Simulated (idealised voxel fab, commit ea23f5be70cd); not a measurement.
process module | voxel transistor to metal
cross-section cut | 300 nm wide | cells 5 nm
A cross-section is a grid of square cells, given in bands from the top down. A band is one or more rows of cells.
Each band's line starts with the height of the band's top and of its bottom, in nm. Then come its materials from left to right, each with its width in nm. One material with "throughout" fills the band from edge to edge. "air" is empty space.
Height 0 is the level under which the wafer as received is all one material. The lowest band goes on downwards, as in "0 down".
A width such as "30 to 40" changes by the same amount from each row of cells to the next, from the band's top row to its bottom row.
"no change" after a step means that no cell of the cross-section changed.
closed voids: empty space of 8 cells or more with no open way to the top, each as width x height at its distance from the left edge, in nm
after a step's settings: what the simulator itself notes on the step
overlay nm, on a step with a mask: how far to the right of its planned place the mask lay; to the left if negative
plan
1 op RECEIVE | material Si
2 op OXIDIZE | depth nm 5
3 op CONFORMAL_DEP | material SiN | thk nm 10
4 op MASKED_ETCH | tone cover | mask id ACTIVE | width nm 105 | pitch nm 130 | etch materials SiN | depth nm 10 | overlay nm 0
5 op MASKED_ETCH | tone cover | mask id ACTIVE | width nm 105 | pitch nm 130 | etch materials SiO2 | depth nm 5 | overlay nm 0
6 op MASKED_ETCH | tone cover | mask id ACTIVE | width nm 105 | pitch nm 130 | etch materials Si | depth nm 30 | overlay nm 0
7 op FILL_DEP | material SiO2 | thk nm 15
8 op CMP | height nm 10
9 op SELECTIVE_ETCH | etch materials SiO2 | depth nm 5
10 op STRIP | etch materials SiN
11 op SELECTIVE_ETCH | etch materials SiO2 | depth nm 5
12 op OXIDIZE | depth nm 5
13 op DIRECTIONAL_DEP | material polySi | thk nm 30
14 op DIRECTIONAL_DEP | material SiCN | thk nm 15
15 op MASKED_ETCH | tone cover | mask id GATE | width nm 15 | pitch nm 130 | etch materials SiCN | depth nm 25 | overlay nm 0
16 op MASKED_ETCH | tone cover | mask id GATE | width nm 15 | pitch nm 130 | etch materials polySi | depth nm 40 | overlay nm 0
17 op CONFORMAL_DEP | material SiN | thk nm 10
18 op DIRECTIONAL_ETCH | etch materials SiN | depth nm 10
19 op DIRECTIONAL_ETCH | etch materials SiO2 | depth nm 5
20 op EPI | material SiGe | thk nm 5
21 op FILL_DEP | material SiO2 | thk nm 5
22 op CMP | height nm 40
23 op DIRECTIONAL_DEP | material SiO2 | thk nm 10
24 op DIRECTIONAL_DEP | material aC | thk nm 10
25 op PATTERN | tone open | mask id CONTACT | material resist | width nm 30 | thk nm 25 | overlay nm 0
26 op DIRECTIONAL_ETCH | etch materials aC | depth nm 10
27 op STRIP | etch materials resist
28 op DIRECTIONAL_ETCH | etch materials SiO2 | depth nm 55
29 op STRIP | etch materials aC
30 op CONFORMAL_DEP | material TiN | thk nm 5
31 op FILL_DEP | material W | thk nm 5
32 op CMP | height nm 50
33 op CONFORMAL_DEP | material SiN | thk nm 5
34 op DIRECTIONAL_DEP | material lowk | thk nm 25
35 op DIRECTIONAL_DEP | material aC | thk nm 15
36 op PATTERN | tone open | mask id METAL_1 | material resist | width nm 20 | pitch nm 65 | thk nm 35 | overlay nm 0
37 op DIRECTIONAL_ETCH | etch materials aC | depth nm 15
38 op STRIP | etch materials resist
39 op DIRECTIONAL_ETCH | etch materials lowk | depth nm 25
40 op DIRECTIONAL_ETCH | etch materials SiN | depth nm 5
41 op STRIP | etch materials aC
42 op CONFORMAL_DEP | material TiN | thk nm 5
43 op FILL_DEP | material Ru | thk nm 10
44 op CMP | height nm 80
45 op EPI | material Ru | thk nm 5
46 op FILL_DEP | material SiCN | thk nm 5
as received, after step 1
  0 down: Si throughout
  closed voids: none
a wafer at the end: this start, this plan, one mistake
  90 to 85: SiCN throughout
  85 to 80: SiCN 35 | Ru 30 | SiCN 35 | Ru 30 | SiCN 35 | Ru 30 | SiCN 35 | Ru 30 | SiCN 40
  80 to 55: lowk 40 | TiN 5 | Ru 10 | TiN 5 | lowk 45 | TiN 5 | Ru 10 | TiN 5 | lowk 45 | TiN 5 | Ru 10 | TiN 5 | lowk 45 | TiN 5 | Ru 10 | TiN 5 | lowk 45
  55 to 50: SiN 40 | TiN 20 | SiN 45 | TiN 20 | SiN 45 | TiN 20 | SiN 45 | TiN 20 | SiN 45
  50 to 40: SiO2 45 | TiN 5 | W 10 | TiN 5 | SiO2 35 | TiN 5 | W 10 | TiN 5 | SiO2 55 | TiN 5 | W 10 | TiN 5 | SiO2 35 | TiN 5 | W 10 | TiN 5 | SiO2 50
  40 to 25: SiO2 45 | TiN 5 | W 10 | TiN 5 | SiN 10 | SiCN 15 | SiN 10 | TiN 5 | W 10 | TiN 5 | SiO2 55 | TiN 5 | W 10 | TiN 5 | SiN 10 | SiCN 15 | SiN 10 | TiN 5 | W 10 | TiN 5 | SiO2 50
  25 to 0: SiO2 45 | TiN 5 | W 10 | TiN 5 | SiN 10 | polySi 15 | SiN 10 | TiN 5 | W 10 | TiN 5 | SiO2 55 | TiN 5 | W 10 | TiN 5 | SiN 10 | polySi 15 | SiN 10 | TiN 5 | W 10 | TiN 5 | SiO2 50
  0 to -5: SiO2 25 | SiN 10 | SiO2 10 | TiN 20 | SiN 10 | polySi 15 | SiN 10 | TiN 20 | SiO2 10 | SiN 10 | SiO2 15 | SiN 10 | SiO2 10 | TiN 20 | SiN 10 | polySi 15 | SiN 10 | TiN 20 | SiO2 10 | SiN 10 | SiO2 30
  -5 to -10: SiO2 35 | SiGe 30 | SiO2 35 | SiGe 30 | SiO2 35 | SiGe 30 | SiO2 35 | SiGe 30 | SiO2 40
  -10 to -35: SiO2 30 | Si 105 | SiO2 25 | Si 105 | SiO2 35
  -35 down: Si throughout
  closed voids: none
what went wrong: step 25 ran as: op PATTERN | tone open | mask id CONTACT | material resist | width nm 20 | thk nm 25 | overlay nm 0
